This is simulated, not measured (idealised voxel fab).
A process module follows: voxel released beams.
This is section cut - it's 300 nm across, gridded in 5 nm square cells.
Format of a cross-section: grid, square cells. Given as bands. Order: top down. Band: one or more rows of cells. Within each band entry, the heights of the top and of the bottom of the band appear first, in that order and in nm; the materials of the band then follow from left to right, each with its corresponding width in nm. The designation "all across" on a single material indicates that it fills the band from edge to edge; the designation "empty" indicates empty space. Convention: height 0 is the level below which the wafer, as received, is all one material. The lowest band does not terminate at the bottom but continues downward, represented as "from 0 down". Graded width ("30..40"): value in top row of band = first number; value in bottom row = second number; row-to-row change constant. Given "nothing got changed" for a step, no cell of the cross-section differs between before and after that step. Closed empty spaces (no open way to the top) of 8 cells or more are what "Closed void list" lists, each as width x height at distance from the left edge, nm for all three. after a step's settings: what the simulator itself notes on the step. Among the settings permitted on a step's line is "overlay nm"; applied to a step with a mask, it specifies the extent to which the mask lay to the right of its planned position, whereas a negative figure signifies a position to the left.
Process steps - plan
| 1 | RECEIVE, material Si |
| 2 | CONFORMAL_DEP, material SiN, thk nm 5 |
| 3 | DIRECTIONAL_DEP, material SiO2, thk nm 10 |
| 4 | DIRECTIONAL_DEP, material aC, thk nm 10 |
| 5 | PATTERN, tone open, mask id ANCHOR, material resist, width nm 40, thk nm 25, overlay nm 0 |
| 6 | DIRECTIONAL_ETCH, etch materials aC, depth nm 10 |
| 7 | STRIP, etch materials resist |
| 8 | DIRECTIONAL_ETCH, etch materials SiO2, depth nm 10 |
| 9 | STRIP, etch materials aC |
| 10 | CONFORMAL_DEP, material W, thk nm 15 |
| 11 | DIRECTIONAL_DEP, material aC, thk nm 5 |
| 12 | PATTERN, tone cover, mask id BEAM, material resist, width nm 90, thk nm 30, overlay nm 0 |
| 13 | DIRECTIONAL_ETCH, etch materials aC, depth nm 15 |
| 14 | STRIP, etch materials resist |
| 15 | DIRECTIONAL_ETCH, etch materials W, depth nm 15 |
| 16 | STRIP, etch materials aC |
| 17 | STRIP, etch materials SiO2 |
It is noted that the wafers described herein are identical at the outset and are distinguished by the thk nm of step 11; the value stated in the plan corresponds to the first wafer.
Cross-sectional view of the first of several wafers in the as-received condition, corresponding to the state following step 1
	from 0 down: Si all across
	Closed void list: none
The first of several wafers, seen in cross-section after the module's last step, step 17
	from 30 to 20: empty 100 nm, then W 20 nm, then empty 10 nm, then W 60 nm, then empty 110 nm
	from 20 to 15: empty 100 nm, then W 90 nm, then empty 110 nm
	from 15 to 5: empty 105 nm, then W 40 nm, then empty 155 nm
	from 5 to 0: SiN all across
	from 0 down: Si all across
	Closed void list: none
The module's end: a cross-section of the last wafer
	from 30 to 20: W 120 nm, then empty 10 nm, then W 170 nm
	from 20 to 15: W all across
	from 15 to 5: SiO2 105 nm, then W 40 nm, then SiO2 155 nm
	from 5 to 0: SiN all across
	from 0 down: Si all across
	Closed void list: none
Take any row and you have a wafer at the end of the module: how many cells of each material it has gained (+) or lost (-) since it was received, and then its closed voids
thk nm 5 | +60 SiN | +66 W | Closed void list: none
thk nm 10 | +60 SiN | +66 W | Closed void list: none
thk nm 15 | +60 SiN | +66 W | Closed void list: none
thk nm 20 | +60 SiN | +104 SiO2 | +192 W | Closed void list: none
thk nm 25 | +60 SiN | +104 SiO2 | +192 W | Closed void list: none
thk nm 30 | +60 SiN | +104 SiO2 | +192 W | Closed void list: none
